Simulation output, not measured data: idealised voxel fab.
Process module heading - voxel air gaps
Cross-section cut: width 215 nm, square cells of 5 nm.
Cross-section format: a grid of square cells, given as bands from top to bottom; each band is one or more rows of cells.
Heights first: top, then bottom, in nm. Then materials, left to right, each with a width in nm. "everywhere" on a single material: fills the band edge to edge. "blank": empty space.
Ref level 0: as-received wafer is one material below here. Bottom band extends down with no lower bound ("0 down").
So if you see something like "30..40" for the width, read it as the top row of the band sitting at the first number and the bottom row at the second, with every row in between moving by the same amount as the last.
A step reported as "no change occurred" is a step in which no cell of the cross-section changed.
Closed-off voids: empty space of 8 cells or more with no open way to the top, each as width x height at its distance from the left edge, in nm
Read whatever lies past the settings on a step's line as the simulator's own remark about the step.
A step's line can hold "overlay nm"; with a mask on that step, the setting says how far right of the planned place the mask lay, while a negative setting says it lay to the left.
List of planned process steps:
1 RECEIVE,material Si
2 CONFORMAL_DEP,material SiO2,thk nm 10
3 CONFORMAL_DEP,material SiN,thk nm 5
4 DIRECTIONAL_DEP,material SiO2,thk nm 35
5 DIRECTIONAL_DEP,material aC,thk nm 10
6 PATTERN,tone open,mask id LINES,material resist,width nm 25,pitch nm 55,thk nm 25,overlay nm 0
7 DIRECTIONAL_ETCH,etch materials aC,depth nm 10
8 STRIP,etch materials resist
9 DIRECTIONAL_ETCH,etch materials SiO2,depth nm 35
10 STRIP,etch materials aC
11 CONFORMAL_DEP,material TiN,thk nm 5
12 FILL_DEP,material Cu,thk nm 5
13 CMP,height nm 50
14 EPI,material Ru,thk nm 10
15 SELECTIVE_ETCH,etch materials SiO2,depth nm 45
16 CONFORMAL_DEP,material SiCN,thk nm 5
Incoming wafer, cross-sectional view, post step 1:
- 0 down: Si everywhere
- Closed-off voids: none
The first of two wafers, cross-sectioned at the end of the module, with the run proceeding as planned:
- 65 to 60: blank (25) | SiCN (165) | blank (25)
- 60 to 50: blank (25) | SiCN (5) | Ru (45) | SiCN (10) | Ru (45) | SiCN (10) | Ru (45) | SiCN (5) | blank (25)
- 50 to 45: blank (25) | SiCN (15) | TiN (5) | Cu (15) | TiN (5) | SiCN (30) | TiN (5) | Cu (15) | TiN (5) | SiCN (30) | TiN (5) | Cu (15) | TiN (5) | SiCN (15) | blank (25)
- 45 to 20: blank (35) | SiCN (5) | TiN (5) | Cu (15) | TiN (5) | SiCN (5) | blank (20) | SiCN (5) | TiN (5) | Cu (15) | TiN (5) | SiCN (5) | blank (20) | SiCN (5) | TiN (5) | Cu (15) | TiN (5) | SiCN (5) | blank (35)
- 20 to 15: SiCN (40) | TiN (25) | SiCN (30) | TiN (25) | SiCN (30) | TiN (25) | SiCN (40)
- 15 to 10: SiN everywhere
- 10 to 0: SiO2 everywhere
- 0 down: Si everywhere
- Closed-off voids: 20 x 25 at 70; 20 x 25 at 125
Second wafer of the two, sectioned at the end of the module. It began like the first and followed the same plan, but one mistake was made while running it:
- 75 to 70: blank (15) | SiCN (185) | blank (15)
- 70 to 50: blank (15) | SiCN (5) | Ru (175) | SiCN (5) | blank (15)
- 50 to 45: blank (15) | SiCN (25) | TiN (5) | Cu (15) | TiN (5) | SiO2 (30) | TiN (5) | Cu (15) | TiN (5) | SiO2 (30) | TiN (5) | Cu (15) | TiN (5) | SiCN (25) | blank (15)
- 45 to 20: blank (35) | SiCN (5) | TiN (5) | Cu (15) | TiN (5) | SiO2 (30) | TiN (5) | Cu (15) | TiN (5) | SiO2 (30) | TiN (5) | Cu (15) | TiN (5) | SiCN (5) | blank (35)
- 20 to 15: SiCN (40) | TiN (25) | SiO2 (30) | TiN (25) | SiO2 (30) | TiN (25) | SiCN (40)
- 15 to 10: SiN everywhere
- 10 to 0: SiO2 everywhere
- 0 down: Si everywhere
- Closed-off voids: none
Here's what went sideways: heads up, step 14 of the plan got done twice
The final cell counts differ between the wafers, with the second having more or fewer of some materials than the first: 86 more of Ru | 40 fewer of SiCN | 84 more of SiO2
Wafer, first: 2 closed voids at end. Wafer, second: 0.
